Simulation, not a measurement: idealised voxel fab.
process module | voxel double patterning
cross-section cut | 160 nm wide | cells 5 nm
A cross-section is a grid of square cells, given in bands from the top down. A band is one or more rows of cells.
Each band's line starts with the height of the band's top and of its bottom, in nm. Then come its materials from left to right, each with its width in nm. One material with "throughout" fills the band from edge to edge. "air" is empty space.
Height 0 is the level under which the wafer as received is all one material. The lowest band goes on downwards, as in "0 down".
A width such as "30 to 40" changes by the same amount from each row of cells to the next, from the band's top row to its bottom row.
"no change" after a step means that no cell of the cross-section changed.
closed voids: empty space of 8 cells or more with no open way to the top, each as width x height at its distance from the left edge, in nm
after a step's settings: what the simulator itself notes on the step
overlay nm, on a step with a mask: how far to the right of its planned place the mask lay; to the left if negative
Each pair below shows a cross-section before one step and the cross-section after it, down to the lowest band that changed. The line under each pair gives the step between them, with its settings. The pairs can come from different runs of this module on the same starting wafer, so a pair continues from the pair above only where its "before" says so.
before
  0 down: Si throughout
  closed voids: none
after
  10 to 0: SiO2 throughout
  below 0: unchanged
  closed voids: none
the step between: op CONFORMAL_DEP | material SiO2 | thk nm 10
before: the cross-section after the pair above
after
  20 to 10: W throughout
  below 10: unchanged
  closed voids: none
the step between: op DIRECTIONAL_DEP | material W | thk nm 10
before: the cross-section after the pair above
after
  25 to 20: SiCN throughout
  below 20: unchanged
  closed voids: none
the step between: op DIRECTIONAL_DEP | material SiCN | thk nm 5
before: the cross-section after the pair above
after
  40 to 25: aC throughout
  below 25: unchanged
  closed voids: none
the step between: op DIRECTIONAL_DEP | material aC | thk nm 15
before: the cross-section after the pair above
after
  70 to 40: resist 20 | air 15 | resist 35 | air 15 | resist 35 | air 15 | resist 25
  below 40: unchanged
  closed voids: none
the step between: op PATTERN | tone open | mask id FIRST | material resist | width nm 15 | pitch nm 50 | thk nm 30 | overlay nm 0
before: the cross-section after the pair above
after
  55 to 40: resist 20 | air 15 | resist 35 | air 15 | resist 35 | air 15 | resist 25
  40 to 25: aC 20 | air 15 | aC 35 | air 15 | aC 35 | air 15 | aC 25
  below 25: unchanged
  closed voids: none
the step between: op DIRECTIONAL_ETCH | etch materials aC | depth nm 15
before: the cross-section after the pair above
after
  40 to 25: aC 20 | air 15 | aC 35 | air 15 | aC 35 | air 15 | aC 25
  below 25: unchanged
  closed voids: none
the step between: op STRIP | etch materials resist
before: the cross-section after the pair above
after
  40 to 25: aC 20 | air 15 | aC 35 | air 15 | aC 35 | air 15 | aC 25
  25 to 20: SiCN 20 | air 15 | SiCN 35 | air 15 | SiCN 35 | air 15 | SiCN 25
  below 20: unchanged
  closed voids: none
the step between: op DIRECTIONAL_ETCH | etch materials SiCN | depth nm 5
before: the cross-section after the pair above
after
  25 to 20: SiCN 20 | air 15 | SiCN 35 | air 15 | SiCN 35 | air 15 | SiCN 25
  below 20: unchanged
  closed voids: none
the step between: op STRIP | etch materials aC
before: the cross-section after the pair above
after
  35 to 30: aC 20 | air 15 | aC 35 | air 15 | aC 35 | air 15 | aC 25
  30 to 25: aC throughout
  25 to 20: SiCN 20 | aC 15 | SiCN 35 | aC 15 | SiCN 35 | aC 15 | SiCN 25
  below 20: unchanged
  closed voids: none
the step between: op DIRECTIONAL_DEP | material aC | thk nm 10
before: the cross-section after the pair above
after
  65 to 35: resist 45 | air 15 | resist 35 | air 15 | resist 50
  35 to 30: aC 20 | resist 15 | aC 35 | resist 15 | aC 35 | resist 15 | aC 25
  below 30: unchanged
  closed voids: none
the step between: op PATTERN | tone open | mask id SECOND | material resist | width nm 15 | pitch nm 50 | thk nm 30 | overlay nm 0
before: the cross-section after the pair above
after
  55 to 35: resist 45 | air 15 | resist 35 | air 15 | resist 50
  35 to 30: aC 20 | resist 15 | aC 10 | air 15 | aC 10 | resist 15 | aC 10 | air 15 | aC 10 | resist 15 | aC 25
  30 to 25: aC 45 | air 15 | aC 35 | air 15 | aC 50
  below 25: unchanged
  closed voids: none
the step between: op DIRECTIONAL_ETCH | etch materials aC | depth nm 10
before: the cross-section after the pair above
after
  35 to 30: aC 20 | air 15 | aC 10 | air 15 | aC 10 | air 15 | aC 10 | air 15 | aC 10 | air 15 | aC 25
  below 30: unchanged
  closed voids: none
the step between: op STRIP | etch materials resist
before: the cross-section after the pair above
after
  35 to 30: aC 20 | air 15 | aC 10 | air 15 | aC 10 | air 15 | aC 10 | air 15 | aC 10 | air 15 | aC 25
  30 to 25: aC 45 | air 15 | aC 35 | air 15 | aC 50
  25 to 20: SiCN 20 | aC 15 | SiCN 10 | air 15 | SiCN 10 | aC 15 | SiCN 10 | air 15 | SiCN 10 | aC 15 | SiCN 25
  below 20: unchanged
  closed voids: none
the step between: op DIRECTIONAL_ETCH | etch materials SiCN | depth nm 5
before: the cross-section after the pair above
after
  25 to 20: SiCN 20 | air 15 | SiCN 10 | air 15 | SiCN 10 | air 15 | SiCN 10 | air 15 | SiCN 10 | air 15 | SiCN 25
  below 20: unchanged
  closed voids: none
the step between: op STRIP | etch materials aC
before: the cross-section after the pair above
after
  25 to 20: SiCN 20 | air 15 | SiCN 10 | air 15 | SiCN 10 | air 15 | SiCN 10 | air 15 | SiCN 10 | air 15 | SiCN 25
  20 to 10: W 20 | air 15 | W 10 | air 15 | W 10 | air 15 | W 10 | air 15 | W 10 | air 15 | W 25
  below 10: unchanged
  closed voids: none
the step between: op DIRECTIONAL_ETCH | etch materials W | depth nm 10
before: the cross-section after the pair above
after
  20 to 10: W 20 | air 15 | W 10 | air 15 | W 10 | air 15 | W 10 | air 15 | W 10 | air 15 | W 25
  below 10: unchanged
  closed voids: none
the step between: op STRIP | etch materials SiCN
before
  0 down: Si throughout
  closed voids: none
after
  10 to 0: W throughout
  below 0: unchanged
  closed voids: none
the step between: op DIRECTIONAL_DEP | material W | thk nm 10
before: the cross-section after the pair above
after
  15 to 10: SiCN throughout
  below 10: unchanged
  closed voids: none
the step between: op DIRECTIONAL_DEP | material SiCN | thk nm 5
before: the cross-section after the pair above
after
  30 to 15: aC throughout
  below 15: unchanged
  closed voids: none
the step between: op DIRECTIONAL_DEP | material aC | thk nm 15
before: the cross-section after the pair above
after
  60 to 30: resist 20 | air 15 | resist 35 | air 15 | resist 35 | air 15 | resist 25
  below 30: unchanged
  closed voids: none
the step between: op PATTERN | tone open | mask id FIRST | material resist | width nm 15 | pitch nm 50 | thk nm 30 | overlay nm 0
before: the cross-section after the pair above
after
  45 to 30: resist 20 | air 15 | resist 35 | air 15 | resist 35 | air 15 | resist 25
  30 to 15: aC 20 | air 15 | aC 35 | air 15 | aC 35 | air 15 | aC 25
  below 15: unchanged
  closed voids: none
the step between: op DIRECTIONAL_ETCH | etch materials aC | depth nm 15
before: the cross-section after the pair above
after
  30 to 15: aC 20 | air 15 | aC 35 | air 15 | aC 35 | air 15 | aC 25
  below 15: unchanged
  closed voids: none
the step between: op STRIP | etch materials resist
before: the cross-section after the pair above
after
  30 to 15: aC 20 | air 15 | aC 35 | air 15 | aC 35 | air 15 | aC 25
  15 to 10: SiCN 20 | air 15 | SiCN 35 | air 15 | SiCN 35 | air 15 | SiCN 25
  below 10: unchanged
  closed voids: none
the step between: op DIRECTIONAL_ETCH | etch materials SiCN | depth nm 5
before: the cross-section after the pair above
after
  15 to 10: SiCN 20 | air 15 | SiCN 35 | air 15 | SiCN 35 | air 15 | SiCN 25
  below 10: unchanged
  closed voids: none
the step between: op STRIP | etch materials aC
before: the cross-section after the pair above
after
  25 to 20: aC 20 | air 15 | aC 35 | air 15 | aC 35 | air 15 | aC 25
  20 to 15: aC throughout
  15 to 10: SiCN 20 | aC 15 | SiCN 35 | aC 15 | SiCN 35 | aC 15 | SiCN 25
  below 10: unchanged
  closed voids: none
the step between: op DIRECTIONAL_DEP | material aC | thk nm 10
before: the cross-section after the pair above
after
  55 to 25: resist 45 | air 15 | resist 35 | air 15 | resist 50
  25 to 20: aC 20 | resist 15 | aC 35 | resist 15 | aC 35 | resist 15 | aC 25
  below 20: unchanged
  closed voids: none
the step between: op PATTERN | tone open | mask id SECOND | material resist | width nm 15 | pitch nm 50 | thk nm 30 | overlay nm 0
before: the cross-section after the pair above
after
  45 to 25: resist 45 | air 15 | resist 35 | air 15 | resist 50
  25 to 20: aC 20 | resist 15 | aC 10 | air 15 | aC 10 | resist 15 | aC 10 | air 15 | aC 10 | resist 15 | aC 25
  20 to 15: aC 45 | air 15 | aC 35 | air 15 | aC 50
  below 15: unchanged
  closed voids: none
the step between: op DIRECTIONAL_ETCH | etch materials aC | depth nm 10
before: the cross-section after the pair above
after
  25 to 20: aC 20 | air 15 | aC 10 | air 15 | aC 10 | air 15 | aC 10 | air 15 | aC 10 | air 15 | aC 25
  below 20: unchanged
  closed voids: none
the step between: op STRIP | etch materials resist
before: the cross-section after the pair above
after
  25 to 20: aC 20 | air 15 | aC 10 | air 15 | aC 10 | air 15 | aC 10 | air 15 | aC 10 | air 15 | aC 25
  20 to 15: aC 45 | air 15 | aC 35 | air 15 | aC 50
  15 to 10: SiCN 20 | aC 15 | SiCN 10 | air 15 | SiCN 10 | aC 15 | SiCN 10 | air 15 | SiCN 10 | aC 15 | SiCN 25
  below 10: unchanged
  closed voids: none
the step between: op DIRECTIONAL_ETCH | etch materials SiCN | depth nm 5
before: the cross-section after the pair above
after
  15 to 10: SiCN 20 | air 15 | SiCN 10 | air 15 | SiCN 10 | air 15 | SiCN 10 | air 15 | SiCN 10 | air 15 | SiCN 25
  below 10: unchanged
  closed voids: none
the step between: op STRIP | etch materials aC
before: the cross-section after the pair above
after
  15 to 10: SiCN 20 | air 15 | SiCN 10 | air 15 | SiCN 10 | air 15 | SiCN 10 | air 15 | SiCN 10 | air 15 | SiCN 25
  10 to 0: W 20 | air 15 | W 10 | air 15 | W 10 | air 15 | W 10 | air 15 | W 10 | air 15 | W 25
  below 0: unchanged
  closed voids: none
the step between: op DIRECTIONAL_ETCH | etch materials W | depth nm 10
before: the cross-section after the pair above
after
  10 to 0: W 20 | air 15 | W 10 | air 15 | W 10 | air 15 | W 10 | air 15 | W 10 | air 15 | W 25
  below 0: unchanged
  closed voids: none
the step between: op STRIP | etch materials SiCN
before
  10 to 0: W throughout
  0 down: Si throughout
  closed voids: none
after
  20 to 10: SiO2 throughout
  below 10: unchanged
  closed voids: none
the step between: op CONFORMAL_DEP | material SiO2 | thk nm 10
before: the cross-section after the pair above
after
  25 to 20: SiCN throughout
  below 20: unchanged
  closed voids: none
the step between: op DIRECTIONAL_DEP | material SiCN | thk nm 5
before: the cross-section after the pair above
after
  40 to 25: aC throughout
  below 25: unchanged
  closed voids: none
the step between: op DIRECTIONAL_DEP | material aC | thk nm 15
before: the cross-section after the pair above
after
  70 to 40: resist 20 | air 15 | resist 35 | air 15 | resist 35 | air 15 | resist 25
  below 40: unchanged
  closed voids: none
the step between: op PATTERN | tone open | mask id FIRST | material resist | width nm 15 | pitch nm 50 | thk nm 30 | overlay nm 0
before: the cross-section after the pair above
after
  55 to 40: resist 20 | air 15 | resist 35 | air 15 | resist 35 | air 15 | resist 25
  40 to 25: aC 20 | air 15 | aC 35 | air 15 | aC 35 | air 15 | aC 25
  below 25: unchanged
  closed voids: none
the step between: op DIRECTIONAL_ETCH | etch materials aC | depth nm 15
before: the cross-section after the pair above
after
  40 to 25: aC 20 | air 15 | aC 35 | air 15 | aC 35 | air 15 | aC 25
  below 25: unchanged
  closed voids: none
the step between: op STRIP | etch materials resist
before: the cross-section after the pair above
after
  40 to 25: aC 20 | air 15 | aC 35 | air 15 | aC 35 | air 15 | aC 25
  25 to 20: SiCN 20 | air 15 | SiCN 35 | air 15 | SiCN 35 | air 15 | SiCN 25
  below 20: unchanged
  closed voids: none
the step between: op DIRECTIONAL_ETCH | etch materials SiCN | depth nm 5
before: the cross-section after the pair above
after
  25 to 20: SiCN 20 | air 15 | SiCN 35 | air 15 | SiCN 35 | air 15 | SiCN 25
  below 20: unchanged
  closed voids: none
the step between: op STRIP | etch materials aC
before: the cross-section after the pair above
after
  35 to 30: aC 20 | air 15 | aC 35 | air 15 | aC 35 | air 15 | aC 25
  30 to 25: aC throughout
  25 to 20: SiCN 20 | aC 15 | SiCN 35 | aC 15 | SiCN 35 | aC 15 | SiCN 25
  below 20: unchanged
  closed voids: none
the step between: op DIRECTIONAL_DEP | material aC | thk nm 10
before: the cross-section after the pair above
after
  65 to 35: resist 45 | air 15 | resist 35 | air 15 | resist 50
  35 to 30: aC 20 | resist 15 | aC 35 | resist 15 | aC 35 | resist 15 | aC 25
  below 30: unchanged
  closed voids: none
the step between: op PATTERN | tone open | mask id SECOND | material resist | width nm 15 | pitch nm 50 | thk nm 30 | overlay nm 0
before: the cross-section after the pair above
after
  55 to 35: resist 45 | air 15 | resist 35 | air 15 | resist 50
  35 to 30: aC 20 | resist 15 | aC 10 | air 15 | aC 10 | resist 15 | aC 10 | air 15 | aC 10 | resist 15 | aC 25
  30 to 25: aC 45 | air 15 | aC 35 | air 15 | aC 50
  below 25: unchanged
  closed voids: none
the step between: op DIRECTIONAL_ETCH | etch materials aC | depth nm 10
before: the cross-section after the pair above
after
  35 to 30: aC 20 | air 15 | aC 10 | air 15 | aC 10 | air 15 | aC 10 | air 15 | aC 10 | air 15 | aC 25
  below 30: unchanged
  closed voids: none
the step between: op STRIP | etch materials resist
before: the cross-section after the pair above
after
  35 to 30: aC 20 | air 15 | aC 10 | air 15 | aC 10 | air 15 | aC 10 | air 15 | aC 10 | air 15 | aC 25
  30 to 25: aC 45 | air 15 | aC 35 | air 15 | aC 50
  25 to 20: SiCN 20 | aC 15 | SiCN 10 | air 15 | SiCN 10 | aC 15 | SiCN 10 | air 15 | SiCN 10 | aC 15 | SiCN 25
  below 20: unchanged
  closed voids: none
the step between: op DIRECTIONAL_ETCH | etch materials SiCN | depth nm 5
before: the cross-section after the pair above
after
  25 to 20: SiCN 20 | air 15 | SiCN 10 | air 15 | SiCN 10 | air 15 | SiCN 10 | air 15 | SiCN 10 | air 15 | SiCN 25
  below 20: unchanged
  closed voids: none
the step between: op STRIP | etch materials aC
before: the cross-section after the pair above
after
  20 to 10: SiO2 throughout
  below 10: unchanged
  closed voids: none
the step between: op STRIP | etch materials SiCN
before
  25 to 20: SiCN 20 | air 15 | SiCN 10 | air 15 | SiCN 10 | air 15 | SiCN 10 | air 15 | SiCN 10 | air 15 | SiCN 25
  20 to 10: W throughout
  10 to 0: SiO2 throughout
  0 down: Si throughout
  closed voids: none
after
  25 to 20: SiCN 20 | air 15 | SiCN 10 | air 15 | SiCN 10 | air 15 | SiCN 10 | air 15 | SiCN 10 | air 15 | SiCN 25
  20 to 15: W 20 | air 15 | W 10 | air 15 | W 10 | air 15 | W 10 | air 15 | W 10 | air 15 | W 25
  below 15: unchanged
  closed voids: none
the step between: op DIRECTIONAL_ETCH | etch materials W | depth nm 5
before: the cross-section after the pair above
after
  20 to 15: W 20 | air 15 | W 10 | air 15 | W 10 | air 15 | W 10 | air 15 | W 10 | air 15 | W 25
  below 15: unchanged
  closed voids: none
the step between: op STRIP | etch materials SiCN
before
  40 to 25: aC throughout
  25 to 20: SiCN throughout
  20 to 10: W throughout
  10 to 0: SiO2 throughout
  0 down: Si throughout
  closed voids: none
after
  70 to 40: resist 20 | air 20 | resist 30 | air 20 | resist 30 | air 20 | resist 20
  below 40: unchanged
  closed voids: none
the step between: op PATTERN | tone open | mask id FIRST | material resist | width nm 20 | pitch nm 50 | thk nm 30 | overlay nm 0
before: the cross-section after the pair above
after
  55 to 40: resist 20 | air 20 | resist 30 | air 20 | resist 30 | air 20 | resist 20
  40 to 25: aC 20 | air 20 | aC 30 | air 20 | aC 30 | air 20 | aC 20
  below 25: unchanged
  closed voids: none
the step between: op DIRECTIONAL_ETCH | etch materials aC | depth nm 15
before: the cross-section after the pair above
after
  40 to 25: aC 20 | air 20 | aC 30 | air 20 | aC 30 | air 20 | aC 20
  below 25: unchanged
  closed voids: none
the step between: op STRIP | etch materials resist
before: the cross-section after the pair above
after
  40 to 25: aC 20 | air 20 | aC 30 | air 20 | aC 30 | air 20 | aC 20
  25 to 20: SiCN 20 | air 20 | SiCN 30 | air 20 | SiCN 30 | air 20 | SiCN 20
  below 20: unchanged
  closed voids: none
the step between: op DIRECTIONAL_ETCH | etch materials SiCN | depth nm 5
before: the cross-section after the pair above
after
  25 to 20: SiCN 20 | air 20 | SiCN 30 | air 20 | SiCN 30 | air 20 | SiCN 20
  below 20: unchanged
  closed voids: none
the step between: op STRIP | etch materials aC
before: the cross-section after the pair above
after
  35 to 30: aC 20 | air 20 | aC 30 | air 20 | aC 30 | air 20 | aC 20
  30 to 25: aC throughout
  25 to 20: SiCN 20 | aC 20 | SiCN 30 | aC 20 | SiCN 30 | aC 20 | SiCN 20
  below 20: unchanged
  closed voids: none
the step between: op DIRECTIONAL_DEP | material aC | thk nm 10
before: the cross-section after the pair above
after
  65 to 35: resist 45 | air 15 | resist 35 | air 15 | resist 50
  35 to 30: aC 20 | resist 20 | aC 30 | resist 20 | aC 30 | resist 20 | aC 20
  below 30: unchanged
  closed voids: none
the step between: op PATTERN | tone open | mask id SECOND | material resist | width nm 15 | pitch nm 50 | thk nm 30 | overlay nm 0
before: the cross-section after the pair above
after
  55 to 35: resist 45 | air 15 | resist 35 | air 15 | resist 50
  35 to 30: aC 20 | resist 20 | aC 5 | air 15 | aC 10 | resist 20 | aC 5 | air 15 | aC 10 | resist 20 | aC 20
  30 to 25: aC 45 | air 15 | aC 35 | air 15 | aC 50
  below 25: unchanged
  closed voids: none
the step between: op DIRECTIONAL_ETCH | etch materials aC | depth nm 10
before: the cross-section after the pair above
after
  35 to 30: aC 20 | air 20 | aC 5 | air 15 | aC 10 | air 20 | aC 5 | air 15 | aC 10 | air 20 | aC 20
  below 30: unchanged
  closed voids: none
the step between: op STRIP | etch materials resist
before: the cross-section after the pair above
after
  35 to 30: aC 20 | air 20 | aC 5 | air 15 | aC 10 | air 20 | aC 5 | air 15 | aC 10 | air 20 | aC 20
  30 to 25: aC 45 | air 15 | aC 35 | air 15 | aC 50
  25 to 20: SiCN 20 | aC 20 | SiCN 5 | air 15 | SiCN 10 | aC 20 | SiCN 5 | air 15 | SiCN 10 | aC 20 | SiCN 20
  below 20: unchanged
  closed voids: none
the step between: op DIRECTIONAL_ETCH | etch materials SiCN | depth nm 5
before: the cross-section after the pair above
after
  25 to 20: SiCN 20 | air 20 | SiCN 5 | air 15 | SiCN 10 | air 20 | SiCN 5 | air 15 | SiCN 10 | air 20 | SiCN 20
  below 20: unchanged
  closed voids: none
the step between: op STRIP | etch materials aC
before: the cross-section after the pair above
after
  25 to 20: SiCN 20 | air 20 | SiCN 5 | air 15 | SiCN 10 | air 20 | SiCN 5 | air 15 | SiCN 10 | air 20 | SiCN 20
  20 to 10: W 20 | air 20 | W 5 | air 15 | W 10 | air 20 | W 5 | air 15 | W 10 | air 20 | W 20
  below 10: unchanged
  closed voids: none
the step between: op DIRECTIONAL_ETCH | etch materials W | depth nm 10
before: the cross-section after the pair above
after
  20 to 10: W 20 | air 20 | W 5 | air 15 | W 10 | air 20 | W 5 | air 15 | W 10 | air 20 | W 20
  below 10: unchanged
  closed voids: none
the step between: op STRIP | etch materials SiCN
before
  35 to 30: aC 20 | air 15 | aC 35 | air 15 | aC 35 | air 15 | aC 25
  30 to 25: aC throughout
  25 to 20: SiCN 20 | aC 15 | SiCN 35 | aC 15 | SiCN 35 | aC 15 | SiCN 25
  20 to 10: W throughout
  10 to 0: SiO2 throughout
  0 down: Si throughout
  closed voids: none
after
  65 to 35: resist 40 | air 15 | resist 35 | air 15 | resist 55
  35 to 30: aC 20 | resist 15 | aC 35 | resist 15 | aC 35 | resist 15 | aC 25
  below 30: unchanged
  closed voids: none
the step between: op PATTERN | tone open | mask id SECOND | material resist | width nm 15 | pitch nm 50 | thk nm 30 | overlay nm -5
before: the cross-section after the pair above
after
  55 to 35: resist 40 | air 15 | resist 35 | air 15 | resist 55
  35 to 30: aC 20 | resist 15 | aC 5 | air 15 | aC 15 | resist 15 | aC 5 | air 15 | aC 15 | resist 15 | aC 25
  30 to 25: aC 40 | air 15 | aC 35 | air 15 | aC 55
  below 25: unchanged
  closed voids: none
the step between: op DIRECTIONAL_ETCH | etch materials aC | depth nm 10
before: the cross-section after the pair above
after
  35 to 30: aC 20 | air 15 | aC 5 | air 15 | aC 15 | air 15 | aC 5 | air 15 | aC 15 | air 15 | aC 25
  below 30: unchanged
  closed voids: none
the step between: op STRIP | etch materials resist
before: the cross-section after the pair above
after
  35 to 30: aC 20 | air 15 | aC 5 | air 15 | aC 15 | air 15 | aC 5 | air 15 | aC 15 | air 15 | aC 25
  30 to 25: aC 40 | air 15 | aC 35 | air 15 | aC 55
  25 to 20: SiCN 20 | aC 15 | SiCN 5 | air 15 | SiCN 15 | aC 15 | SiCN 5 | air 15 | SiCN 15 | aC 15 | SiCN 25
  below 20: unchanged
  closed voids: none
the step between: op DIRECTIONAL_ETCH | etch materials SiCN | depth nm 5
before: the cross-section after the pair above
after
  25 to 20: SiCN 20 | air 15 | SiCN 5 | air 15 | SiCN 15 | air 15 | SiCN 5 | air 15 | SiCN 15 | air 15 | SiCN 25
  below 20: unchanged
  closed voids: none
the step between: op STRIP | etch materials aC
before: the cross-section after the pair above
after
  25 to 20: SiCN 20 | air 15 | SiCN 5 | air 15 | SiCN 15 | air 15 | SiCN 5 | air 15 | SiCN 15 | air 15 | SiCN 25
  20 to 10: W 20 | air 15 | W 5 | air 15 | W 15 | air 15 | W 5 | air 15 | W 15 | air 15 | W 25
  below 10: unchanged
  closed voids: none
the step between: op DIRECTIONAL_ETCH | etch materials W | depth nm 10
before: the cross-section after the pair above
after
  20 to 10: W 20 | air 15 | W 5 | air 15 | W 15 | air 15 | W 5 | air 15 | W 15 | air 15 | W 25
  below 10: unchanged
  closed voids: none
the step between: op STRIP | etch materials SiCN
before
  0 down: Si throughout
  closed voids: none
after
  10 to 0: W throughout
  below 0: unchanged
  closed voids: none
the step between: op CONFORMAL_DEP | material W | thk nm 10
before: the cross-section after the pair above
after
  20 to 0: W throughout
  below 0: unchanged
  closed voids: none
the step between: op DIRECTIONAL_DEP | material W | thk nm 10
before: the cross-section after the pair above
after
  25 to 20: SiCN throughout
  below 20: unchanged
  closed voids: none
the step between: op DIRECTIONAL_DEP | material SiCN | thk nm 5
before: the cross-section after the pair above
after
  40 to 25: aC throughout
  below 25: unchanged
  closed voids: none
the step between: op DIRECTIONAL_DEP | material aC | thk nm 15
before: the cross-section after the pair above
after
  70 to 40: resist 20 | air 15 | resist 35 | air 15 | resist 35 | air 15 | resist 25
  below 40: unchanged
  closed voids: none
the step between: op PATTERN | tone open | mask id FIRST | material resist | width nm 15 | pitch nm 50 | thk nm 30 | overlay nm 0
before: the cross-section after the pair above
after
  55 to 40: resist 20 | air 15 | resist 35 | air 15 | resist 35 | air 15 | resist 25
  40 to 25: aC 20 | air 15 | aC 35 | air 15 | aC 35 | air 15 | aC 25
  below 25: unchanged
  closed voids: none
the step between: op DIRECTIONAL_ETCH | etch materials aC | depth nm 15
before: the cross-section after the pair above
after
  40 to 25: aC 20 | air 15 | aC 35 | air 15 | aC 35 | air 15 | aC 25
  below 25: unchanged
  closed voids: none
the step between: op STRIP | etch materials resist
before: the cross-section after the pair above
after
  40 to 25: aC 20 | air 15 | aC 35 | air 15 | aC 35 | air 15 | aC 25
  25 to 20: SiCN 20 | air 15 | SiCN 35 | air 15 | SiCN 35 | air 15 | SiCN 25
  below 20: unchanged
  closed voids: none
the step between: op DIRECTIONAL_ETCH | etch materials SiCN | depth nm 5
before: the cross-section after the pair above
after
  25 to 20: SiCN 20 | air 15 | SiCN 35 | air 15 | SiCN 35 | air 15 | SiCN 25
  below 20: unchanged
  closed voids: none
the step between: op STRIP | etch materials aC
before: the cross-section after the pair above
after
  35 to 30: aC 20 | air 15 | aC 35 | air 15 | aC 35 | air 15 | aC 25
  30 to 25: aC throughout
  25 to 20: SiCN 20 | aC 15 | SiCN 35 | aC 15 | SiCN 35 | aC 15 | SiCN 25
  below 20: unchanged
  closed voids: none
the step between: op DIRECTIONAL_DEP | material aC | thk nm 10
before: the cross-section after the pair above
after
  65 to 35: resist 45 | air 15 | resist 35 | air 15 | resist 50
  35 to 30: aC 20 | resist 15 | aC 35 | resist 15 | aC 35 | resist 15 | aC 25
  below 30: unchanged
  closed voids: none
the step between: op PATTERN | tone open | mask id SECOND | material resist | width nm 15 | pitch nm 50 | thk nm 30 | overlay nm 0
before: the cross-section after the pair above
after
  55 to 35: resist 45 | air 15 | resist 35 | air 15 | resist 50
  35 to 30: aC 20 | resist 15 | aC 10 | air 15 | aC 10 | resist 15 | aC 10 | air 15 | aC 10 | resist 15 | aC 25
  30 to 25: aC 45 | air 15 | aC 35 | air 15 | aC 50
  below 25: unchanged
  closed voids: none
the step between: op DIRECTIONAL_ETCH | etch materials aC | depth nm 10
before: the cross-section after the pair above
after
  35 to 30: aC 20 | air 15 | aC 10 | air 15 | aC 10 | air 15 | aC 10 | air 15 | aC 10 | air 15 | aC 25
  below 30: unchanged
  closed voids: none
the step between: op STRIP | etch materials resist
before: the cross-section after the pair above
after
  35 to 30: aC 20 | air 15 | aC 10 | air 15 | aC 10 | air 15 | aC 10 | air 15 | aC 10 | air 15 | aC 25
  30 to 25: aC 45 | air 15 | aC 35 | air 15 | aC 50
  25 to 20: SiCN 20 | aC 15 | SiCN 10 | air 15 | SiCN 10 | aC 15 | SiCN 10 | air 15 | SiCN 10 | aC 15 | SiCN 25
  below 20: unchanged
  closed voids: none
the step between: op DIRECTIONAL_ETCH | etch materials SiCN | depth nm 5
before: the cross-section after the pair above
after
  25 to 20: SiCN 20 | air 15 | SiCN 10 | air 15 | SiCN 10 | air 15 | SiCN 10 | air 15 | SiCN 10 | air 15 | SiCN 25
  below 20: unchanged
  closed voids: none
the step between: op STRIP | etch materials aC
before: the cross-section after the pair above
after
  25 to 20: SiCN 20 | air 15 | SiCN 10 | air 15 | SiCN 10 | air 15 | SiCN 10 | air 15 | SiCN 10 | air 15 | SiCN 25
  20 to 10: W 20 | air 15 | W 10 | air 15 | W 10 | air 15 | W 10 | air 15 | W 10 | air 15 | W 25
  below 10: unchanged
  closed voids: none
the step between: op DIRECTIONAL_ETCH | etch materials W | depth nm 10
before: the cross-section after the pair above
after
  20 to 10: W 20 | air 15 | W 10 | air 15 | W 10 | air 15 | W 10 | air 15 | W 10 | air 15 | W 25
  below 10: unchanged
  closed voids: none
the step between: op STRIP | etch materials SiCN
before
  35 to 30: aC 20 | air 15 | aC 35 | air 15 | aC 35 | air 15 | aC 25
  30 to 25: aC throughout
  25 to 20: SiCN 20 | aC 15 | SiCN 35 | aC 15 | SiCN 35 | aC 15 | SiCN 25
  20 to 10: W throughout
  10 to 0: SiO2 throughout
  0 down: Si throughout
  closed voids: none
after
  65 to 35: air 45 | resist 15 | air 35 | resist 15 | air 50
  below 35: unchanged
  closed voids: none
the step between: op PATTERN | tone cover | mask id SECOND | material resist | width nm 15 | pitch nm 50 | thk nm 30 | overlay nm 0
before: the cross-section after the pair above
after
  55 to 35: air 45 | resist 15 | air 35 | resist 15 | air 50
  35 to 25: air 45 | aC 15 | air 35 | aC 15 | air 50
  25 to 20: SiCN 20 | air 15 | SiCN 35 | air 15 | SiCN 35 | air 15 | SiCN 25
  below 20: unchanged
  closed voids: none
the step between: op DIRECTIONAL_ETCH | etch materials aC | depth nm 10
before: the cross-section after the pair above
after
  35 to 25: air 45 | aC 15 | air 35 | aC 15 | air 50
  below 25: unchanged
  closed voids: none
the step between: op STRIP | etch materials resist
before: the cross-section after the pair above
after
  35 to 25: air 45 | aC 15 | air 35 | aC 15 | air 50
  25 to 20: air 45 | SiCN 15 | air 35 | SiCN 15 | air 50
  below 20: unchanged
  closed voids: none
the step between: op DIRECTIONAL_ETCH | etch materials SiCN | depth nm 5
before: the cross-section after the pair above
after
  25 to 20: air 45 | SiCN 15 | air 35 | SiCN 15 | air 50
  below 20: unchanged
  closed voids: none
the step between: op STRIP | etch materials aC
before: the cross-section after the pair above
after
  25 to 20: air 45 | SiCN 15 | air 35 | SiCN 15 | air 50
  20 to 10: air 45 | W 15 | air 35 | W 15 | air 50
  below 10: unchanged
  closed voids: none
the step between: op DIRECTIONAL_ETCH | etch materials W | depth nm 10
before: the cross-section after the pair above
after
  20 to 10: air 45 | W 15 | air 35 | W 15 | air 50
  below 10: unchanged
  closed voids: none
the step between: op STRIP | etch materials SiCN
